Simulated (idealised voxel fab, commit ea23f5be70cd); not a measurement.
Proc. module: voxel ribs on slabs
The cross-section shown here is cut; it is 175 nm wide and divided into square cells measuring 5 nm on a side.
Format of a cross-section: grid, square cells. Given as bands. Order: top down. Band: one or more rows of cells. For a band, the entry starts with two heights in nm, that of the top and then that of the bottom, and carries on with the band's materials in order from left to right, each alongside its width in nm; the word "everywhere" beside a single material means it fills the band edge to edge, and "empty" means empty space. Zero point of the height axis is 0; under it, received wafer = one material. Lowest band: continues down indefinitely, "from 0 down". Width spec "30 to 40" -> top row of cells at first value, bottom row at second value, equal per-row change in between. Step note "remains unaltered" = no cross-section cell changed. "Enclosed cavity list" means: voids of 8 cells or more that are shut off from the top with no open way through. Written width x height at distance, distance from the left edge, in nm. Past the settings on a step's line: simulator remark, on that step. On any step carrying a mask, the "overlay nm" setting, if present on the step's line, tells how far right of its planned place the mask lay; negative values point to the left.

The planned process steps are enumerated hereunder
| 1 | RECEIVE | material Si |
| 2 | DIRECTIONAL_DEP | material SiO2 | thk nm 25 |
| 3 | DIRECTIONAL_DEP | material polySi | thk nm 15 |
| 4 | DIRECTIONAL_DEP | material aC | thk nm 10 |
| 5 | PATTERN | tone cover | mask id RIB | material resist | width nm 20 | thk nm 25 | overlay nm 0 |
| 6 | DIRECTIONAL_ETCH | etch materials aC | depth nm 10 |
| 7 | STRIP | etch materials resist |
| 8 | DIRECTIONAL_ETCH | etch materials polySi | depth nm 10 |
| 9 | STRIP | etch materials aC |
| 10 | PATTERN | tone cover | mask id SLAB | material resist | width nm 70 | thk nm 15 | overlay nm 0 |
| 11 | DIRECTIONAL_ETCH | etch materials polySi | depth nm 5 |
| 12 | STRIP | etch materials resist |
| 13 | FILL_DEP | material SiO2 | thk nm 25 |
| 14 | CMP | height nm 60 |
| 15 | DIRECTIONAL_DEP | material TiN | thk nm 10 |
| 16 | DIRECTIONAL_DEP | material aC | thk nm 15 |
| 17 | PATTERN | tone cover | mask id HEATER | material resist | width nm 30 | thk nm 35 | overlay nm 0 |
| 18 | DIRECTIONAL_ETCH | etch materials aC | depth nm 15 |
| 19 | STRIP | etch materials resist |
| 20 | DIRECTIONAL_ETCH | etch materials TiN | depth nm 10 |
| 21 | STRIP | etch materials aC |
| 22 | CONFORMAL_DEP | material SiO2 | thk nm 5 |

Shown in cross-section is the wafer as received, that is, as it stands after step 1
from 0 down | Si everywhere
Enclosed cavity list: none

Post-module cross-section of the first of two wafers (run per plan)
from 75 to 70 | empty 65, then SiO2 40, then empty 70
from 70 to 65 | empty 65, then SiO2 5, then TiN 30, then SiO2 5, then empty 70
from 65 to 60 | SiO2 70, then TiN 30, then SiO2 75
from 60 to 40 | SiO2 everywhere
from 40 to 30 | SiO2 75, then polySi 20, then SiO2 80
from 30 to 25 | SiO2 50, then polySi 70, then SiO2 55
from 25 to 0 | SiO2 everywhere
from 0 down | Si everywhere
Enclosed cavity list: none

Module end: cross-section of wafer two of two. Same start and process plan as the first wafer. One mistake during execution
from 75 to 70 | empty 65, then SiO2 45, then empty 65
from 70 to 65 | empty 65, then SiO2 5, then TiN 35, then SiO2 5, then empty 65
from 65 to 60 | SiO2 70, then TiN 35, then SiO2 70
from 60 to 40 | SiO2 everywhere
from 40 to 30 | SiO2 75, then polySi 20, then SiO2 80
from 30 to 25 | SiO2 50, then polySi 70, then SiO2 55
from 25 to 0 | SiO2 everywhere
from 0 down | Si everywhere
Enclosed cavity list: none
What was the processing mistake? rather than as planned, step 17 actually ran as PATTERN | tone cover | mask id HEATER | material resist | width nm 35 | thk nm 35 | overlay nm 0
FYI, end of process, the second wafer has more or fewer cells of some materials than the first: TiN +2
